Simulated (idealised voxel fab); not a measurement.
process module | voxel gate over fins
cross-section cut | 235 nm wide | cells 5 nm
A cross-section is a grid of square cells, given in bands from the top down. A band is one or more rows of cells.
Each band's line starts with the height of the band's top and of its bottom, in nm. Then come its materials from left to right, each with its width in nm. One material with "throughout" fills the band from edge to edge. "air" is empty space.
Height 0 is the level under which the wafer as received is all one material. The lowest band goes on downwards, as in "0 down".
A width such as "30 to 40" changes by the same amount from each row of cells to the next, from the band's top row to its bottom row.
"no change" after a step means that no cell of the cross-section changed.
closed voids: empty space of 8 cells or more with no open way to the top, each as width x height at its distance from the left edge, in nm
after a step's settings: what the simulator itself notes on the step
overlay nm, on a step with a mask: how far to the right of its planned place the mask lay; to the left if negative
plan
1 op RECEIVE | material Si
2 op CONFORMAL_DEP | material SiN | thk nm 10
3 op DIRECTIONAL_DEP | material aC | thk nm 15
4 op PATTERN | tone cover | mask id FINS | material resist | width nm 15 | pitch nm 40 | thk nm 35 | overlay nm 0
5 op DIRECTIONAL_ETCH | etch materials aC | depth nm 15
6 op STRIP | etch materials resist
7 op DIRECTIONAL_ETCH | etch materials SiN | depth nm 10
8 op DIRECTIONAL_ETCH | etch materials Si | depth nm 40
9 op STRIP | etch materials aC
10 op FILL_DEP | material SiO2 | thk nm 5
11 op CMP | height nm 10
12 op SELECTIVE_ETCH | etch materials SiO2 | depth nm 25
13 op STRIP | etch materials SiN
14 op CONFORMAL_DEP | material HfO2 | thk nm 5
15 op CONFORMAL_DEP | material TiN | thk nm 5
16 op CONFORMAL_DEP | material TiAl | thk nm 5
17 op CONFORMAL_DEP | material TiN | thk nm 5
18 op FILL_DEP | material W | thk nm 10
19 op CMP | height nm 25
20 op CONFORMAL_DEP | material SiN | thk nm 10
as received, after step 1
  0 down: Si throughout
  closed voids: none
first wafer at the end, as planned
  35 to 25: SiN throughout
  25 to 20: W throughout
  20 to 15: W 70 | TiN 95 | W 70
  15 to 10: W 70 | TiN 5 | TiAl 85 | TiN 5 | W 70
  10 to 5: W 70 | TiN 5 | TiAl 5 | TiN 35 | TiAl 5 | TiN 35 | TiAl 5 | TiN 5 | W 70
  5 to 0: TiN 75 | TiAl 5 | TiN 5 | HfO2 25 | TiN 5 | TiAl 5 | TiN 5 | HfO2 25 | TiN 5 | TiAl 5 | TiN 75
  0 to -5: TiAl 80 | TiN 5 | HfO2 5 | Si 15 | HfO2 5 | TiN 5 | TiAl 5 | TiN 5 | HfO2 5 | Si 15 | HfO2 5 | TiN 5 | TiAl 80
  -5 to -10: TiN 85 | HfO2 5 | Si 15 | HfO2 5 | TiN 15 | HfO2 5 | Si 15 | HfO2 5 | TiN 85
  -10 to -15: HfO2 90 | Si 15 | HfO2 25 | Si 15 | HfO2 90
  -15 to -40: SiO2 90 | Si 15 | SiO2 25 | Si 15 | SiO2 90
  -40 down: Si throughout
  closed voids: none
second wafer at the end: like start, like plan, one mistake
  35 to 25: SiN throughout
  25 to 20: W throughout
  20 to 15: TiN throughout
  15 to 10: TiAl throughout
  10 to 5: TiN throughout
  5 to 0: HfO2 95 | TiN 5 | HfO2 35 | TiN 5 | HfO2 95
  0 to -10: Si 90 | HfO2 5 | TiN 5 | HfO2 5 | Si 25 | HfO2 5 | TiN 5 | HfO2 5 | Si 90
  -10 to -15: Si 90 | HfO2 15 | Si 25 | HfO2 15 | Si 90
  -15 to -40: Si 90 | SiO2 15 | Si 25 | SiO2 15 | Si 90
  -40 down: Si throughout
  closed voids: none
what went wrong: step 4 ran as: op PATTERN | tone open | mask id FINS | material resist | width nm 15 | pitch nm 40 | thk nm 35 | overlay nm 0
at the end the second wafer has, in cells: 280 more of Si | 175 fewer of SiO2 | 9 fewer of TiAl | 12 fewer of TiN | 84 fewer of W
